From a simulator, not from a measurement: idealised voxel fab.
Process module under the name voxel plated lines
FYI the section here is cut, 295 nm wide, cells are 5 nm squares.
Throughout this document, each cross-section is represented as a grid of square cells and is presented as a sequence of bands enumerated from the top downward, where a band comprises one or more rows of cells. Heights first: top, then bottom, in nm. Then materials, left to right, each with a width in nm. "throughout" on a single material: fills the band edge to edge. "air": empty space. Heights are expressed relative to 0, this being the level below which the as-received wafer comprises one material exclusively. The lowest band is unbounded in the downward direction and is denoted as in "top 0, no bottom". The notation "30 to 40" denotes a width that varies across the rows of cells in the band, beginning at the first number in the top row, finishing at the second number in the bottom row, and changing by an identical amount from each row to the next. Any step labelled "no alteration" changed none of the cells in the cross-section. This entry, "Sealed void list", enumerates those empty regions of no fewer than 8 cells that possess no open connection to the top. Each region is reported in the form width x height at distance, the distance being taken from the left edge, with all three quantities expressed in nm. Formally, on a step line, whatever follows the settings is a remark that the simulator itself makes on the step. Regarding "overlay nm": on a step with a mask, it is the distance the mask lay to the right of its planned place; a negative value places it to the left.

Process steps foreseen in the plan
1,RECEIVE | material Si
2,CONFORMAL_DEP | material Al2O3 | thk nm 10
3,DIRECTIONAL_DEP | material TiN | thk nm 5
4,PATTERN | tone open | mask id LINES | material resist | width nm 30 | pitch nm 60 | thk nm 20 | overlay nm 0
5,EPI | material Ru | thk nm 10
6,STRIP | etch materials resist
7,DIRECTIONAL_ETCH | etch materials TiN | depth nm 5
8,CONFORMAL_DEP | material SiN | thk nm 10

Wafer cross-section on receipt, i.e. after step 1
> top 0, no bottom: Si throughout
> Sealed void list: none

Post-module cross-section of the first of two wafers (run per plan)
> top 35, bottom 25: 60 of air, 50 of SiN, 10 of air, 50 of SiN, 10 of air, 50 of SiN, 65 of air
> top 25, bottom 20: 60 of air, 10 of SiN, 30 of Ru, 10 of SiN, 10 of air, 10 of SiN, 30 of Ru, 10 of SiN, 10 of air, 10 of SiN, 30 of Ru, 10 of SiN, 65 of air
> top 20, bottom 15: 70 of SiN, 30 of Ru, 30 of SiN, 30 of Ru, 30 of SiN, 30 of Ru, 75 of SiN
> top 15, bottom 10: 70 of SiN, 30 of TiN, 30 of SiN, 30 of TiN, 30 of SiN, 30 of TiN, 75 of SiN
> top 10, bottom 0: Al2O3 throughout
> top 0, no bottom: Si throughout
> Sealed void list: none

Cross-sectional view: second of two wafers, end of module; start and plan identical to the first, one mistake in running
> top 35, bottom 25: 70 of air, 50 of SiN, 10 of air, 50 of SiN, 10 of air, 50 of SiN, 55 of air
> top 25, bottom 20: 70 of air, 10 of SiN, 30 of Ru, 10 of SiN, 10 of air, 10 of SiN, 30 of Ru, 10 of SiN, 10 of air, 10 of SiN, 30 of Ru, 10 of SiN, 55 of air
> top 20, bottom 15: 80 of SiN, 30 of Ru, 30 of SiN, 30 of Ru, 30 of SiN, 30 of Ru, 65 of SiN
> top 15, bottom 10: 80 of SiN, 30 of TiN, 30 of SiN, 30 of TiN, 30 of SiN, 30 of TiN, 65 of SiN
> top 10, bottom 0: Al2O3 throughout
> top 0, no bottom: Si throughout
> Sealed void list: none
Processing error: step 4 went in with a setting other than planned; the actual run was PATTERN | tone open | mask id LINES | material resist | width nm 30 | pitch nm 60 | thk nm 20 | overlay nm 10
When the process is done, the second wafer contains the same cell count of every material as the first wafer, but distributed over other locations.
